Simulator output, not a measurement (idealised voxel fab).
The document below concerns the process module designated voxel ribs on slabs.
We display cut, a cross-section 250 nm in width whose square cells are each 5 nm.
How to read a cross-section here: the picture is a grid of square cells, written as bands going from the top down, and any band can span one or more rows of cells. The band entry comprises the height of the band's top followed by the height of its bottom, expressed in nm, and subsequently the band's materials from left to right, each stated together with its width in nm. Where a single material is marked with the word "throughout", that material fills the band from edge to edge. The word "blank" represents empty space. Heads up on the height convention: 0 is the point under which the incoming wafer is all one material, and the lowest band has no bottom, it just keeps going down, like "top 0, no bottom". Width: "30 to 40" (first number = top row, second number = bottom row, same change from row to row of cells). It should be understood that the words "nothing altered", when stated for a given step, signify that the cross-section underwent no change in any of its cells during that step. Reported under the label "Non-vented voids" are the empty spaces having no open way to the top and comprising 8 cells or more; the notation for each is width x height at distance, in which the distance is measured from the left edge and all three values are in nm. Past the settings on a step's line: simulator remark, on that step. The optional step-line setting "overlay nm" applies to steps with a mask and quantifies how far to the right of its planned location the mask lay, a negative value indicating leftward placement.

## Intended process steps
1: RECEIVE with material Si
2: DIRECTIONAL_DEP with material SiO2, thk nm 20
3: DIRECTIONAL_DEP with material SiN, thk nm 20
4: PATTERN with tone cover, mask id RIB, material resist, width nm 25, thk nm 20, overlay nm 0
5: DIRECTIONAL_ETCH with etch materials SiN, depth nm 10
6: STRIP with etch materials resist
7: PATTERN with tone cover, mask id SLAB, material resist, width nm 55, thk nm 15, overlay nm 0
8: DIRECTIONAL_ETCH with etch materials SiN, depth nm 10
9: STRIP with etch materials resist
10: FILL_DEP with material SiO2, thk nm 15
11: CMP with height nm 50
12: DIRECTIONAL_DEP with material TiN, thk nm 10
13: MASKED_ETCH with tone cover, mask id HEATER, width nm 35, etch materials TiN, depth nm 10, overlay nm 0
14: CONFORMAL_DEP with material SiN, thk nm 10

## Wafer as received: cross-section following step 1
* top 0, no bottom = Si throughout
* Non-vented voids: none

## Module complete, cross-section. Starting point and plan per above. One mistake made in running the module
* top 70, bottom 60 = blank (95)  SiN (55)  blank (100)
* top 60, bottom 50 = SiN (105)  TiN (35)  SiN (110)
* top 50, bottom 0 = SiO2 throughout
* top 0, no bottom = Si throughout
* Non-vented voids: none
Heads up, the wafer didn't run the way we planned it: note that step 3 departed from the planned setting and was carried out as DIRECTIONAL_DEP with material SiO2, thk nm 20
